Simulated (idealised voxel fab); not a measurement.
Process module name: voxel transistor to metal
Square cell edge 5 nm, section width 195 nm, ID cut.
The cross-sections in this document take the form of a grid made of square cells. They are written out as bands, in order from top to bottom. Each band consists of one or more rows of cells.
This entry defines a band. It first specifies the height of the band's top and the height of its bottom in nm, and then specifies the band's materials from left to right, stating each material with its width in nm. The word "full width" identifies a single material that fills the band from edge to edge, while the word "air" identifies empty space.
Heights are measured from 0, the level below which the as-received wafer is all one material; the lowest band has no bottom and continues downward, written as in "0 down".
The expression "30 to 40" gives the width at the extremes of the band, the first number at its top row of cells and the second at its bottom row, with the width changing by equal amounts from each row to the next in between.
Where a step carries "all unchanged", the cross-section came out of it unchanged, cell for cell.
"Trapped void list": empty spaces of 8 cells or more with no open way to the top, each given as width x height at distance, distance from the left edge, all in nm.
Text after the settings on a step's line: the simulator's own remark on that step.
A step line may carry the setting "overlay nm", which, for steps involving a mask, states the distance by which the mask lay to the right of its intended position; negative values denote displacement to the left.
Note: before/after cross-section pairs follow, one process step per pair, after-side truncated at the lowest changed band, step and settings given beneath. Different runs of this module on the same starting wafer may supply the pairs; a pair continues the one above only where the "Prior to step" entry says so.
-- Prior to step
	0 down: Si full width
	Trapped void list: none
-- Sectional Result
	0 to -5: SiO2 full width
	At heights below -5, the structure remains unaltered.
	Trapped void list: none
In between the before and after cross-sections above, the step is OXIDIZE with depth nm 5
Prior to step: refer to the pair immediately above; the cross-section shown after its step is the state before this one.
-- Sectional Result
	10 to 0: SiN full width
	At heights below 0, the structure remains unaltered.
	Trapped void list: none
In between the before and after cross-sections above, the step is CONFORMAL_DEP with material SiN, thk nm 10
Prior to step: refer to the pair immediately above; the cross-section shown after its step is the state before this one.
-- Sectional Result
	20 to 10: aC full width
	At heights below 10, the structure remains unaltered.
	Trapped void list: none
In between the before and after cross-sections above, the step is DIRECTIONAL_DEP with material aC, thk nm 10
Prior to step: refer to the pair immediately above; the cross-section shown after its step is the state before this one.
-- Sectional Result
	50 to 20: air (40), then resist (115), then air (40)
	At heights below 20, the structure remains unaltered.
	Trapped void list: none
In between the before and after cross-sections above, the step is PATTERN with tone cover, mask id ACTIVE, material resist, width nm 115, thk nm 30, overlay nm 0
Prior to step: refer to the pair immediately above; the cross-section shown after its step is the state before this one.
-- Sectional Result
	40 to 20: air (40), then resist (115), then air (40)
	20 to 10: air (40), then aC (115), then air (40)
	At heights below 10, the structure remains unaltered.
	Trapped void list: none
In between the before and after cross-sections above, the step is DIRECTIONAL_ETCH with etch materials aC, depth nm 10
Prior to step: refer to the pair immediately above; the cross-section shown after its step is the state before this one.
-- Sectional Result
	20 to 10: air (40), then aC (115), then air (40)
	At heights below 10, the structure remains unaltered.
	Trapped void list: none
In between the before and after cross-sections above, the step is STRIP with etch materials resist
Prior to step: refer to the pair immediately above; the cross-section shown after its step is the state before this one.
-- Sectional Result
	20 to 10: air (40), then aC (115), then air (40)
	10 to 0: air (40), then SiN (115), then air (40)
	At heights below 0, the structure remains unaltered.
	Trapped void list: none
In between the before and after cross-sections above, the step is DIRECTIONAL_ETCH with etch materials SiN, depth nm 10
Prior to step: refer to the pair immediately above; the cross-section shown after its step is the state before this one.
-- Sectional Result
	20 to 10: air (40), then aC (115), then air (40)
	10 to 0: air (40), then SiN (115), then air (40)
	0 to -5: air (40), then SiO2 (115), then air (40)
	At heights below -5, the structure remains unaltered.
	Trapped void list: none
In between the before and after cross-sections above, the step is DIRECTIONAL_ETCH with etch materials SiO2, depth nm 5
Prior to step: refer to the pair immediately above; the cross-section shown after its step is the state before this one.
-- Sectional Result
	20 to 10: air (40), then aC (115), then air (40)
	10 to 0: air (40), then SiN (115), then air (40)
	0 to -5: air (40), then SiO2 (115), then air (40)
	-5 to -25: air (40), then Si (115), then air (40)
	At heights below -25, the structure remains unaltered.
	Trapped void list: none
In between the before and after cross-sections above, the step is DIRECTIONAL_ETCH with etch materials Si, depth nm 20
Prior to step: refer to the pair immediately above; the cross-section shown after its step is the state before this one.
-- Sectional Result
	10 to 0: air (40), then SiN (115), then air (40)
	At heights below 0, the structure remains unaltered.
	Trapped void list: none
In between the before and after cross-sections above, the step is STRIP with etch materials aC
Prior to step: refer to the pair immediately above; the cross-section shown after its step is the state before this one.
-- Sectional Result
	10 to 0: air (40), then SiN (115), then air (40)
	0 to -5: air (40), then SiO2 (115), then air (40)
	-5 to -25: air (40), then SiO2 (5), then Si (105), then SiO2 (5), then air (40)
	-25 to -30: SiO2 (45), then Si (105), then SiO2 (45)
	At heights below -30, the structure remains unaltered.
	Trapped void list: none
In between the before and after cross-sections above, the step is OXIDIZE with depth nm 5
Prior to step: refer to the pair immediately above; the cross-section shown after its step is the state before this one.
-- Sectional Result
	15 to 10: SiO2 full width
	10 to 0: SiO2 (40), then SiN (115), then SiO2 (40)
	0 to -5: SiO2 full width
	-5 to -30: SiO2 (45), then Si (105), then SiO2 (45)
	At heights below -30, the structure remains unaltered.
	Trapped void list: none
In between the before and after cross-sections above, the step is FILL_DEP with material SiO2, thk nm 5
Prior to step: refer to the pair immediately above; the cross-section shown after its step is the state before this one.
-- Sectional Result
	10 to 0: SiO2 (40), then SiN (115), then SiO2 (40)
	At heights below 0, the structure remains unaltered.
	Trapped void list: none
In between the before and after cross-sections above, the step is CMP with height nm 10
Prior to step: refer to the pair immediately above; the cross-section shown after its step is the state before this one.
-- Sectional Result
	10 to 0: air (40), then SiN (115), then air (40)
	At heights below 0, the structure remains unaltered.
	Trapped void list: none
In between the before and after cross-sections above, the step is SELECTIVE_ETCH with etch materials SiO2, depth nm 10
Prior to step: refer to the pair immediately above; the cross-section shown after its step is the state before this one.
-- Sectional Result
	0 to -5: SiO2 full width
	At heights below -5, the structure remains unaltered.
	Trapped void list: none
In between the before and after cross-sections above, the step is STRIP with etch materials SiN
Prior to step: refer to the pair immediately above; the cross-section shown after its step is the state before this one.
-- Sectional Result
	-5 to -30: SiO2 (45), then Si (105), then SiO2 (45)
	At heights below -30, the structure remains unaltered.
	Trapped void list: none
In between the before and after cross-sections above, the step is SELECTIVE_ETCH with etch materials SiO2, depth nm 5
Prior to step: refer to the pair immediately above; the cross-section shown after its step is the state before this one.
-- Sectional Result
	-5 to -10: SiO2 full width
	At heights below -10, the structure remains unaltered.
	Trapped void list: none
In between the before and after cross-sections above, the step is OXIDIZE with depth nm 5
Prior to step: refer to the pair immediately above; the cross-section shown after its step is the state before this one.
-- Sectional Result
	25 to -5: polySi full width
	At heights below -5, the structure remains unaltered.
	Trapped void list: none
In between the before and after cross-sections above, the step is DIRECTIONAL_DEP with material polySi, thk nm 30
Prior to step: refer to the pair immediately above; the cross-section shown after its step is the state before this one.
-- Sectional Result
	40 to 25: SiCN full width
	At heights below 25, the structure remains unaltered.
	Trapped void list: none
In between the before and after cross-sections above, the step is DIRECTIONAL_DEP with material SiCN, thk nm 15
Prior to step: refer to the pair immediately above; the cross-section shown after its step is the state before this one.
-- Sectional Result
	60 to 40: air (85), then resist (25), then air (85)
	At heights below 40, the structure remains unaltered.
	Trapped void list: none
In between the before and after cross-sections above, the step is PATTERN with tone cover, mask id GATE, material resist, width nm 25, thk nm 20, overlay nm 0
Prior to step: refer to the pair immediately above; the cross-section shown after its step is the state before this one.
-- Sectional Result
	60 to 40: air (85), then resist (25), then air (85)
	40 to 25: air (85), then SiCN (25), then air (85)
	At heights below 25, the structure remains unaltered.
	Trapped void list: none
In between the before and after cross-sections above, the step is DIRECTIONAL_ETCH with etch materials SiCN, depth nm 25
Prior to step: refer to the pair immediately above; the cross-section shown after its step is the state before this one.
-- Sectional Result
	60 to 40: air (85), then resist (25), then air (85)
	40 to 25: air (85), then SiCN (25), then air (85)
	25 to -5: air (85), then polySi (25), then air (85)
	At heights below -5, the structure remains unaltered.
	Trapped void list: none
In between the before and after cross-sections above, the step is DIRECTIONAL_ETCH with etch materials polySi, depth nm 40
Prior to step: refer to the pair immediately above; the cross-section shown after its step is the state before this one.
-- Sectional Result
	40 to 25: air (85), then SiCN (25), then air (85)
	At heights below 25, the structure remains unaltered.
	Trapped void list: none
In between the before and after cross-sections above, the step is STRIP with etch materials resist
Prior to step: refer to the pair immediately above; the cross-section shown after its step is the state before this one.
-- Sectional Result
	45 to 40: air (80), then SiO2 (35), then air (80)
	40 to 25: air (80), then SiO2 (5), then SiCN (25), then SiO2 (5), then air (80)
	25 to 0: air (80), then SiO2 (5), then polySi (25), then SiO2 (5), then air (80)
	0 to -5: SiO2 (85), then polySi (25), then SiO2 (85)
	At heights below -5, the structure remains unaltered.
	Trapped void list: none
In between the before and after cross-sections above, the step is CONFORMAL_DEP with material SiO2, thk nm 5
Prior to step: refer to the pair immediately above; the cross-section shown after its step is the state before this one.
-- Sectional Result
	40 to 25: air (80), then SiO2 (5), then SiCN (25), then SiO2 (5), then air (80)
	25 to -5: air (80), then SiO2 (5), then polySi (25), then SiO2 (5), then air (80)
	At heights below -5, the structure remains unaltered.
	Trapped void list: none
In between the before and after cross-sections above, the step is DIRECTIONAL_ETCH with etch materials SiO2, depth nm 5
Prior to step: refer to the pair immediately above; the cross-section shown after its step is the state before this one.
-- Sectional Result
	45 to 40: air (75), then SiN (45), then air (75)
	40 to 25: air (75), then SiN (5), then SiO2 (5), then SiCN (25), then SiO2 (5), then SiN (5), then air (75)
	25 to 0: air (75), then SiN (5), then SiO2 (5), then polySi (25), then SiO2 (5), then SiN (5), then air (75)
	0 to -5: SiN (80), then SiO2 (5), then polySi (25), then SiO2 (5), then SiN (80)
	At heights below -5, the structure remains unaltered.
	Trapped void list: none
In between the before and after cross-sections above, the step is CONFORMAL_DEP with material SiN, thk nm 5
Prior to step: refer to the pair immediately above; the cross-section shown after its step is the state before this one.
-- Sectional Result
	40 to 25: air (75), then SiN (5), then SiO2 (5), then SiCN (25), then SiO2 (5), then SiN (5), then air (75)
	25 to -5: air (75), then SiN (5), then SiO2 (5), then polySi (25), then SiO2 (5), then SiN (5), then air (75)
	At heights below -5, the structure remains unaltered.
	Trapped void list: none
In between the before and after cross-sections above, the step is DIRECTIONAL_ETCH with etch materials SiN, depth nm 5
Prior to step: refer to the pair immediately above; the cross-section shown after its step is the state before this one.
-- Sectional Result
	40 to 35: air (75), then SiN (5), then air (5), then SiCN (25), then air (5), then SiN (5), then air (75)
	35 to 25: air (75), then SiN (5), then SiO2 (5), then SiCN (25), then SiO2 (5), then SiN (5), then air (75)
	25 to -5: air (75), then SiN (5), then SiO2 (5), then polySi (25), then SiO2 (5), then SiN (5), then air (75)
	-5 to -10: air (75), then SiO2 (45), then air (75)
	At heights below -10, the structure remains unaltered.
	Trapped void list: none
In between the before and after cross-sections above, the step is DIRECTIONAL_ETCH with etch materials SiO2, depth nm 5
Prior to step: refer to the pair immediately above; the cross-section shown after its step is the state before this one.
-- Sectional Result
	40 to 35: air (75), then SiN (5), then air (5), then SiCN (25), then air (5), then SiN (5), then air (75)
	35 to 25: air (75), then SiN (5), then SiO2 (5), then SiCN (25), then SiO2 (5), then SiN (5), then air (75)
	25 to -5: air (75), then SiN (5), then SiO2 (5), then polySi (25), then SiO2 (5), then SiN (5), then air (75)
	-5 to -10: air (75), then SiO2 (45), then air (75)
	-10 to -20: SiO2 (45), then air (30), then Si (45), then air (30), then SiO2 (45)
	At heights below -20, the structure remains unaltered.
	Trapped void list: none
In between the before and after cross-sections above, the step is DIRECTIONAL_ETCH with etch materials Si, depth nm 10
Prior to step: refer to the pair immediately above; the cross-section shown after its step is the state before this one.
-- Sectional Result
	40 to 35: air (75), then SiN (5), then air (5), then SiCN (25), then air (5), then SiN (5), then air (75)
	35 to 25: air (75), then SiN (5), then SiO2 (5), then SiCN (25), then SiO2 (5), then SiN (5), then air (75)
	25 to 0: air (75), then SiN (5), then SiO2 (5), then polySi (25), then SiO2 (5), then SiN (5), then air (75)
	0 to -5: air (65), then nSi (10), then SiN (5), then SiO2 (5), then polySi (25), then SiO2 (5), then SiN (5), then nSi (10), then air (65)
	-5 to -10: air (65), then nSi (10), then SiO2 (45), then nSi (10), then air (65)
	-10 to -20: SiO2 (45), then nSi (30), then Si (45), then nSi (30), then SiO2 (45)
	At heights below -20, the structure remains unaltered.
	Trapped void list: none
In between the before and after cross-sections above, the step is EPI with material nSi, thk nm 10
Prior to step: refer to the pair immediately above; the cross-section shown after its step is the state before this one.
-- Sectional Result
	50 to 40: SiO2 full width
	40 to 25: SiO2 (75), then SiN (5), then SiO2 (5), then SiCN (25), then SiO2 (5), then SiN (5), then SiO2 (75)
	25 to 0: SiO2 (75), then SiN (5), then SiO2 (5), then polySi (25), then SiO2 (5), then SiN (5), then SiO2 (75)
	0 to -5: SiO2 (65), then nSi (10), then SiN (5), then SiO2 (5), then polySi (25), then SiO2 (5), then SiN (5), then nSi (10), then SiO2 (65)
	-5 to -10: SiO2 (65), then nSi (10), then SiO2 (45), then nSi (10), then SiO2 (65)
	At heights below -10, the structure remains unaltered.
	Trapped void list: none
In between the before and after cross-sections above, the step is FILL_DEP with material SiO2, thk nm 10
Prior to step: refer to the pair immediately above; the cross-section shown after its step is the state before this one.
-- Sectional Result
	25 to 0: SiO2 (75), then SiN (5), then SiO2 (5), then polySi (25), then SiO2 (5), then SiN (5), then SiO2 (75)
	At heights below 0, the structure remains unaltered.
	Trapped void list: none
In between the before and after cross-sections above, the step is CMP with height nm 25
Prior to step: refer to the pair immediately above; the cross-section shown after its step is the state before this one.
-- Sectional Result
	25 to 0: SiO2 (75), then SiN (5), then SiO2 (5), then air (25), then SiO2 (5), then SiN (5), then SiO2 (75)
	0 to -5: SiO2 (65), then nSi (10), then SiN (5), then SiO2 (5), then air (25), then SiO2 (5), then SiN (5), then nSi (10), then SiO2 (65)
	At heights below -5, the structure remains unaltered.
	Trapped void list: none
In between the before and after cross-sections above, the step is STRIP with etch materials polySi
Prior to step: refer to the pair immediately above; the cross-section shown after its step is the state before this one.
-- Sectional Result
	25 to 20: air (75), then SiN (5), then air (35), then SiN (5), then air (75)
	20 to 0: SiO2 (75), then SiN (5), then air (35), then SiN (5), then SiO2 (75)
	0 to -5: SiO2 (65), then nSi (10), then SiN (5), then air (35), then SiN (5), then nSi (10), then SiO2 (65)
	-5 to -10: SiO2 (65), then nSi (10), then SiO2 (5), then air (35), then SiO2 (5), then nSi (10), then SiO2 (65)
	At heights below -10, the structure remains unaltered.
	Trapped void list: none
In between the before and after cross-sections above, the step is SELECTIVE_ETCH with etch materials SiO2, depth nm 5
Prior to step: refer to the pair immediately above; the cross-section shown after its step is the state before this one.
-- Sectional Result
	30 to 25: air (70), then HfO2 (15), then air (25), then HfO2 (15), then air (70)
	25 to 20: HfO2 (75), then SiN (5), then HfO2 (5), then air (25), then HfO2 (5), then SiN (5), then HfO2 (75)
	20 to 0: SiO2 (75), then SiN (5), then HfO2 (5), then air (25), then HfO2 (5), then SiN (5), then SiO2 (75)
	0 to -5: SiO2 (65), then nSi (10), then SiN (5), then HfO2 (5), then air (25), then HfO2 (5), then SiN (5), then nSi (10), then SiO2 (65)
	-5 to -10: SiO2 (65), then nSi (10), then SiO2 (5), then HfO2 (35), then SiO2 (5), then nSi (10), then SiO2 (65)
	At heights below -10, the structure remains unaltered.
	Trapped void list: none
In between the before and after cross-sections above, the step is CONFORMAL_DEP with material HfO2, thk nm 5
Prior to step: refer to the pair immediately above; the cross-section shown after its step is the state before this one.
-- Sectional Result
	35 to 30: air (65), then TiN (25), then air (15), then TiN (25), then air (65)
	30 to 25: TiN (70), then HfO2 (15), then TiN (5), then air (15), then TiN (5), then HfO2 (15), then TiN (70)
	25 to 20: HfO2 (75), then SiN (5), then HfO2 (5), then TiN (5), then air (15), then TiN (5), then HfO2 (5), then SiN (5), then HfO2 (75)
	20 to 0: SiO2 (75), then SiN (5), then HfO2 (5), then TiN (5), then air (15), then TiN (5), then HfO2 (5), then SiN (5), then SiO2 (75)
	0 to -5: SiO2 (65), then nSi (10), then SiN (5), then HfO2 (5), then TiN (25), then HfO2 (5), then SiN (5), then nSi (10), then SiO2 (65)
	At heights below -5, the structure remains unaltered.
	Trapped void list: none
In between the before and after cross-sections above, the step is CONFORMAL_DEP with material TiN, thk nm 5
Prior to step: refer to the pair immediately above; the cross-section shown after its step is the state before this one.
-- Sectional Result
	45 to 35: W full width
	35 to 30: W (65), then TiN (25), then W (15), then TiN (25), then W (65)
	30 to 25: TiN (70), then HfO2 (15), then TiN (5), then W (15), then TiN (5), then HfO2 (15), then TiN (70)
	25 to 20: HfO2 (75), then SiN (5), then HfO2 (5), then TiN (5), then W (15), then TiN (5), then HfO2 (5), then SiN (5), then HfO2 (75)
	20 to 0: SiO2 (75), then SiN (5), then HfO2 (5), then TiN (5), then W (15), then TiN (5), then HfO2 (5), then SiN (5), then SiO2 (75)
	At heights below 0, the structure remains unaltered.
	Trapped void list: none
In between the before and after cross-sections above, the step is FILL_DEP with material W, thk nm 10
Prior to step: refer to the pair immediately above; the cross-section shown after its step is the state before this one.
-- Sectional Result
	20 to 0: SiO2 (75), then SiN (5), then HfO2 (5), then TiN (5), then W (15), then TiN (5), then HfO2 (5), then SiN (5), then SiO2 (75)
	At heights below 0, the structure remains unaltered.
	Trapped void list: none
In between the before and after cross-sections above, the step is CMP with height nm 20
Prior to step: refer to the pair immediately above; the cross-section shown after its step is the state before this one.
-- Sectional Result
	30 to 20: SiO2 full width
	At heights below 20, the structure remains unaltered.
	Trapped void list: none
In between the before and after cross-sections above, the step is DIRECTIONAL_DEP with material SiO2, thk nm 10
Prior to step: refer to the pair immediately above; the cross-section shown after its step is the state before this one.
-- Sectional Result
	30 to 20: SiO2 (45), then air (20), then SiO2 (65), then air (20), then SiO2 (45)
	20 to 0: SiO2 (45), then air (20), then SiO2 (10), then SiN (5), then HfO2 (5), then TiN (5), then W (15), then TiN (5), then HfO2 (5), then SiN (5), then SiO2 (10), then air (20), then SiO2 (45)
	0 to -5: SiO2 (45), then air (20), then nSi (10), then SiN (5), then HfO2 (5), then TiN (25), then HfO2 (5), then SiN (5), then nSi (10), then air (20), then SiO2 (45)
	-5 to -10: SiO2 (45), then air (20), then nSi (10), then SiO2 (5), then HfO2 (35), then SiO2 (5), then nSi (10), then air (20), then SiO2 (45)
	At heights below -10, the structure remains unaltered.
	Trapped void list: none
In between the before and after cross-sections above, the step is MASKED_ETCH with tone open, mask id CONTACT, width nm 20, pitch nm 85, etch materials SiO2, depth nm 40, overlay nm 0
Prior to step: refer to the pair immediately above; the cross-section shown after its step is the state before this one.
-- Sectional Result
	35 to 30: TiN (50), then air (10), then TiN (75), then air (10), then TiN (50)
	30 to 20: SiO2 (45), then TiN (5), then air (10), then TiN (5), then SiO2 (65), then TiN (5), then air (10), then TiN (5), then SiO2 (45)
	20 to 0: SiO2 (45), then TiN (5), then air (10), then TiN (5), then SiO2 (10), then SiN (5), then HfO2 (5), then TiN (5), then W (15), then TiN (5), then HfO2 (5), then SiN (5), then SiO2 (10), then TiN (5), then air (10), then TiN (5), then SiO2 (45)
	0 to -5: SiO2 (45), then TiN (5), then air (10), then TiN (5), then nSi (10), then SiN (5), then HfO2 (5), then TiN (25), then HfO2 (5), then SiN (5), then nSi (10), then TiN (5), then air (10), then TiN (5), then SiO2 (45)
	-5 to -10: SiO2 (45), then TiN (20), then nSi (10), then SiO2 (5), then HfO2 (35), then SiO2 (5), then nSi (10), then TiN (20), then SiO2 (45)
	At heights below -10, the structure remains unaltered.
	Trapped void list: none
In between the before and after cross-sections above, the step is CONFORMAL_DEP with material TiN, thk nm 5
Prior to step: refer to the pair immediately above; the cross-section shown after its step is the state before this one.
-- Sectional Result
	40 to 35: W full width
	35 to 30: TiN (50), then W (10), then TiN (75), then W (10), then TiN (50)
	30 to 20: SiO2 (45), then TiN (5), then W (10), then TiN (5), then SiO2 (65), then TiN (5), then W (10), then TiN (5), then SiO2 (45)
	20 to 0: SiO2 (45), then TiN (5), then W (10), then TiN (5), then SiO2 (10), then SiN (5), then HfO2 (5), then TiN (5), then W (15), then TiN (5), then HfO2 (5), then SiN (5), then SiO2 (10), then TiN (5), then W (10), then TiN (5), then SiO2 (45)
	0 to -5: SiO2 (45), then TiN (5), then W (10), then TiN (5), then nSi (10), then SiN (5), then HfO2 (5), then TiN (25), then HfO2 (5), then SiN (5), then nSi (10), then TiN (5), then W (10), then TiN (5), then SiO2 (45)
	At heights below -5, the structure remains unaltered.
	Trapped void list: none
In between the before and after cross-sections above, the step is FILL_DEP with material W, thk nm 5
Prior to step: refer to the pair immediately above; the cross-section shown after its step is the state before this one.
-- Sectional Result
	30 to 20: SiO2 (45), then TiN (5), then W (10), then TiN (5), then SiO2 (65), then TiN (5), then W (10), then TiN (5), then SiO2 (45)
	At heights below 20, the structure remains unaltered.
	Trapped void list: none
In between the before and after cross-sections above, the step is CMP with height nm 30
Prior to step: refer to the pair immediately above; the cross-section shown after its step is the state before this one.
-- Sectional Result
	35 to 30: SiN full width
	At heights below 30, the structure remains unaltered.
	Trapped void list: none
In between the before and after cross-sections above, the step is CONFORMAL_DEP with material SiN, thk nm 5
Prior to step: refer to the pair immediately above; the cross-section shown after its step is the state before this one.
-- Sectional Result
	55 to 35: SiO2 full width
	At heights below 35, the structure remains unaltered.
	Trapped void list: none
In between the before and after cross-sections above, the step is DIRECTIONAL_DEP with material SiO2, thk nm 20
Prior to step: refer to the pair immediately above; the cross-section shown after its step is the state before this one.
-- Sectional Result
	55 to 35: SiO2 (45), then air (20), then SiO2 (65), then air (20), then SiO2 (45)
	At heights below 35, the structure remains unaltered.
	Trapped void list: none
In between the before and after cross-sections above, the step is MASKED_ETCH with tone open, mask id METAL_1, width nm 20, pitch nm 85, etch materials SiO2, depth nm 20, overlay nm 0
Prior to step: refer to the pair immediately above; the cross-section shown after its step is the state before this one.
-- Sectional Result
	55 to 35: SiO2 (45), then air (20), then SiO2 (65), then air (20), then SiO2 (45)
	35 to 30: SiN (45), then air (20), then SiN (65), then air (20), then SiN (45)
	At heights below 30, the structure remains unaltered.
	Trapped void list: none
In between the before and after cross-sections above, the step is MASKED_ETCH with tone open, mask id METAL_1, width nm 20, pitch nm 85, etch materials SiN, depth nm 5, overlay nm 0
Prior to step: refer to the pair immediately above; the cross-section shown after its step is the state before this one.
-- Sectional Result
	60 to 55: TiN (50), then air (10), then TiN (75), then air (10), then TiN (50)
	55 to 35: SiO2 (45), then TiN (5), then air (10), then TiN (5), then SiO2 (65), then TiN (5), then air (10), then TiN (5), then SiO2 (45)
	35 to 30: SiN (45), then TiN (20), then SiN (65), then TiN (20), then SiN (45)
	At heights below 30, the structure remains unaltered.
	Trapped void list: none
In between the before and after cross-sections above, the step is CONFORMAL_DEP with material TiN, thk nm 5
Prior to step: refer to the pair immediately above; the cross-section shown after its step is the state before this one.
-- Sectional Result
	70 to 60: W full width
	60 to 55: TiN (50), then W (10), then TiN (75), then W (10), then TiN (50)
	55 to 35: SiO2 (45), then TiN (5), then W (10), then TiN (5), then SiO2 (65), then TiN (5), then W (10), then TiN (5), then SiO2 (45)
	At heights below 35, the structure remains unaltered.
	Trapped void list: none
In between the before and after cross-sections above, the step is FILL_DEP with material W, thk nm 10
Prior to step: refer to the pair immediately above; the cross-section shown after its step is the state before this one.
-- Sectional Result
	55 to 35: SiO2 (45), then TiN (5), then W (10), then TiN (5), then SiO2 (65), then TiN (5), then W (10), then TiN (5), then SiO2 (45)
	At heights below 35, the structure remains unaltered.
	Trapped void list: none
In between the before and after cross-sections above, the step is CMP with height nm 55
Prior to step: refer to the pair immediately above; the cross-section shown after its step is the state before this one.
-- Sectional Result
	60 to 55: air (40), then Ru (30), then air (55), then Ru (30), then air (40)
	At heights below 55, the structure remains unaltered.
	Trapped void list: none
In between the before and after cross-sections above, the step is EPI with material Ru, thk nm 5
Prior to step: refer to the pair immediately above; the cross-section shown after its step is the state before this one.
-- Sectional Result
	65 to 60: SiCN full width
	60 to 55: SiCN (40), then Ru (30), then SiCN (55), then Ru (30), then SiCN (40)
	At heights below 55, the structure remains unaltered.
	Trapped void list: none
In between the before and after cross-sections above, the step is FILL_DEP with material SiCN, thk nm 5
Prior to step: refer to the pair immediately above; the cross-section shown after its step is the state before this one.
-- Sectional Result
	95 to 65: lowk full width
	At heights below 65, the structure remains unaltered.
	Trapped void list: none
In between the before and after cross-sections above, the step is DIRECTIONAL_DEP with material lowk, thk nm 30
Prior to step: refer to the pair immediately above; the cross-section shown after its step is the state before this one.
-- Sectional Result
	110 to 95: aC full width
	At heights below 95, the structure remains unaltered.
	Trapped void list: none
In between the before and after cross-sections above, the step is DIRECTIONAL_DEP with material aC, thk nm 15
Prior to step: refer to the pair immediately above; the cross-section shown after its step is the state before this one.
-- Sectional Result
	140 to 110: resist (45), then air (15), then resist (70), then air (15), then resist (50)
	At heights below 110, the structure remains unaltered.
	Trapped void list: none
In between the before and after cross-sections above, the step is PATTERN with tone open, mask id METAL_2_HOLES, material resist, width nm 15, pitch nm 85, thk nm 30, overlay nm 0
Prior to step: refer to the pair immediately above; the cross-section shown after its step is the state before this one.
-- Sectional Result
	125 to 110: resist (45), then air (15), then resist (70), then air (15), then resist (50)
	110 to 95: aC (45), then air (15), then aC (70), then air (15), then aC (50)
	At heights below 95, the structure remains unaltered.
	Trapped void list: none
In between the before and after cross-sections above, the step is DIRECTIONAL_ETCH with etch materials aC, depth nm 15
Prior to step: refer to the pair immediately above; the cross-section shown after its step is the state before this one.
-- Sectional Result
	110 to 95: aC (45), then air (15), then aC (70), then air (15), then aC (50)
	At heights below 95, the structure remains unaltered.
	Trapped void list: none
In between the before and after cross-sections above, the step is STRIP with etch materials resist
Prior to step: refer to the pair immediately above; the cross-section shown after its step is the state before this one.
-- Sectional Result
	110 to 95: aC (45), then air (15), then aC (70), then air (15), then aC (50)
	95 to 65: lowk (45), then air (15), then lowk (70), then air (15), then lowk (50)
	At heights below 65, the structure remains unaltered.
	Trapped void list: none
In between the before and after cross-sections above, the step is DIRECTIONAL_ETCH with etch materials lowk, depth nm 30
Prior to step: refer to the pair immediately above; the cross-section shown after its step is the state before this one.
-- Sectional Result
	95 to 65: lowk (45), then air (15), then lowk (70), then air (15), then lowk (50)
	At heights below 65, the structure remains unaltered.
	Trapped void list: none
In between the before and after cross-sections above, the step is STRIP with etch materials aC
Prior to step: refer to the pair immediately above; the cross-section shown after its step is the state before this one.
-- Sectional Result
	95 to 75: lowk (45), then air (20), then lowk (65), then air (20), then lowk (45)
	At heights below 75, the structure remains unaltered.
	Trapped void list: none
In between the before and after cross-sections above, the step is MASKED_ETCH with tone open, mask id METAL_2, width nm 20, pitch nm 85, etch materials lowk, depth nm 20, overlay nm 0
Prior to step: refer to the pair immediately above; the cross-section shown after its step is the state before this one.
-- Sectional Result
	95 to 75: lowk (45), then air (20), then lowk (65), then air (20), then lowk (45)
	75 to 65: lowk (45), then air (15), then lowk (70), then air (15), then lowk (50)
	65 to 60: SiCN (45), then air (15), then SiCN (70), then air (15), then SiCN (50)
	At heights below 60, the structure remains unaltered.
	Trapped void list: none
In between the before and after cross-sections above, the step is MASKED_ETCH with tone open, mask id METAL_2, width nm 20, pitch nm 85, etch materials SiCN, depth nm 5, overlay nm 0
Prior to step: refer to the pair immediately above; the cross-section shown after its step is the state before this one.
-- Sectional Result
	100 to 95: TiN (50), then air (10), then TiN (75), then air (10), then TiN (50)
	95 to 80: lowk (45), then TiN (5), then air (10), then TiN (5), then lowk (65), then TiN (5), then air (10), then TiN (5), then lowk (45)
	80 to 75: lowk (45), then TiN (5), then air (5), then TiN (10), then lowk (65), then TiN (5), then air (5), then TiN (10), then lowk (45)
	75 to 65: lowk (45), then TiN (5), then air (5), then TiN (5), then lowk (70), then TiN (5), then air (5), then TiN (5), then lowk (50)
	65 to 60: SiCN (45), then TiN (15), then SiCN (70), then TiN (15), then SiCN (50)
	At heights below 60, the structure remains unaltered.
	Trapped void list: none
In between the before and after cross-sections above, the step is CONFORMAL_DEP with material TiN, thk nm 5
Prior to step: refer to the pair immediately above; the cross-section shown after its step is the state before this one.
-- Sectional Result
	110 to 100: Cu full width
	100 to 95: TiN (50), then Cu (10), then TiN (75), then Cu (10), then TiN (50)
	95 to 80: lowk (45), then TiN (5), then Cu (10), then TiN (5), then lowk (65), then TiN (5), then Cu (10), then TiN (5), then lowk (45)
	80 to 75: lowk (45), then TiN (5), then Cu (5), then TiN (10), then lowk (65), then TiN (5), then Cu (5), then TiN (10), then lowk (45)
	75 to 65: lowk (45), then TiN (5), then Cu (5), then TiN (5), then lowk (70), then TiN (5), then Cu (5), then TiN (5), then lowk (50)
	At heights below 65, the structure remains unaltered.
	Trapped void list: none
In between the before and after cross-sections above, the step is FILL_DEP with material Cu, thk nm 10
Prior to step: refer to the pair immediately above; the cross-section shown after its step is the state before this one.
-- Sectional Result
	95 to 80: lowk (45), then TiN (5), then Cu (10), then TiN (5), then lowk (65), then TiN (5), then Cu (10), then TiN (5), then lowk (45)
	At heights below 80, the structure remains unaltered.
	Trapped void list: none
In between the before and after cross-sections above, the step is CMP with height nm 95
Prior to step: refer to the pair immediately above; the cross-section shown after its step is the state before this one.
-- Sectional Result
	100 to 95: SiN full width
	At heights below 95, the structure remains unaltered.
	Trapped void list: none
In between the before and after cross-sections above, the step is CONFORMAL_DEP with material SiN, thk nm 5
